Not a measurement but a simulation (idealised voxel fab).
Title: Process Module voxel lift off
Cross-section cut spans 200 nm and uses square cells 5 nm in size.
Reading order for cross-sections: top band down to bottom band. Underlying form: a grid of square cells. Band size: one or more rows of cells.
Each band's line starts with the height of the band's top and of its bottom, in nm. Then come its materials from left to right, each with its width in nm. One material with "everywhere" fills the band from edge to edge. "empty" is empty space.
Beneath 0, the wafer as received is one material, and that level is where height counting begins. The lowest band goes on downward without a bottom; it is written like "from 0 down".
Think of "30->40" as a width that walks from the first number to the second as you go down the band, top row to bottom row, taking equal-sized steps from row to row.
"everything unchanged" for a step: no cell of the cross-section changed in that step.
"Closed voids list" enumerates empty spaces isolated from the top, with no open way to it, that contain at least 8 cells, giving each as width x height at distance from the left edge, all three in nm.
Whatever follows a step's settings on its line is a remark the simulator itself makes about that step.
Among the settings permitted on a step's line is "overlay nm"; applied to a step with a mask, it specifies the extent to which the mask lay to the right of its planned position, whereas a negative figure signifies a position to the left.
### Process steps - plan
1) RECEIVE, material Si
2) CONFORMAL_DEP, material Al2O3, thk nm 5
3) PATTERN, tone open, mask id LINES, material resist, width nm 20, pitch nm 45, thk nm 15, overlay nm 0
4) DIRECTIONAL_DEP, material Ru, thk nm 5
5) STRIP, etch materials resist
6) CONFORMAL_DEP, material SiO2, thk nm 5
### Incoming wafer, cross-sectional view, post step 1
- from 0 down: Si everywhere
- Closed voids list: none
### End-of-module XS, first of two wafers, run as planned
- from 15 to 10: empty (40), then SiO2 (30), then empty (15), then SiO2 (30), then empty (15), then SiO2 (30), then empty (40)
- from 10 to 5: SiO2 (45), then Ru (20), then SiO2 (25), then Ru (20), then SiO2 (25), then Ru (20), then SiO2 (45)
- from 5 to 0: Al2O3 everywhere
- from 0 down: Si everywhere
- Closed voids list: none
### Second of two wafers, module complete, sectioned: it shares the first wafer's start and plan but was run with one mistake
- from 15 to 10: empty (45), then SiO2 (25), then empty (20), then SiO2 (25), then empty (20), then SiO2 (25), then empty (40)
- from 10 to 5: SiO2 (50), then Ru (15), then SiO2 (30), then Ru (15), then SiO2 (30), then Ru (15), then SiO2 (45)
- from 5 to 0: Al2O3 everywhere
- from 0 down: Si everywhere
- Closed voids list: none
Finding, execution versus plan: rather than as planned, step 3 actually ran as PATTERN, tone open, mask id LINES, material resist, width nm 15, pitch nm 45, thk nm 15, overlay nm 0
Upon completion, the second wafer contains, in terms of cells, a greater or smaller amount of certain materials than the first wafer: Ru: 3 fewer
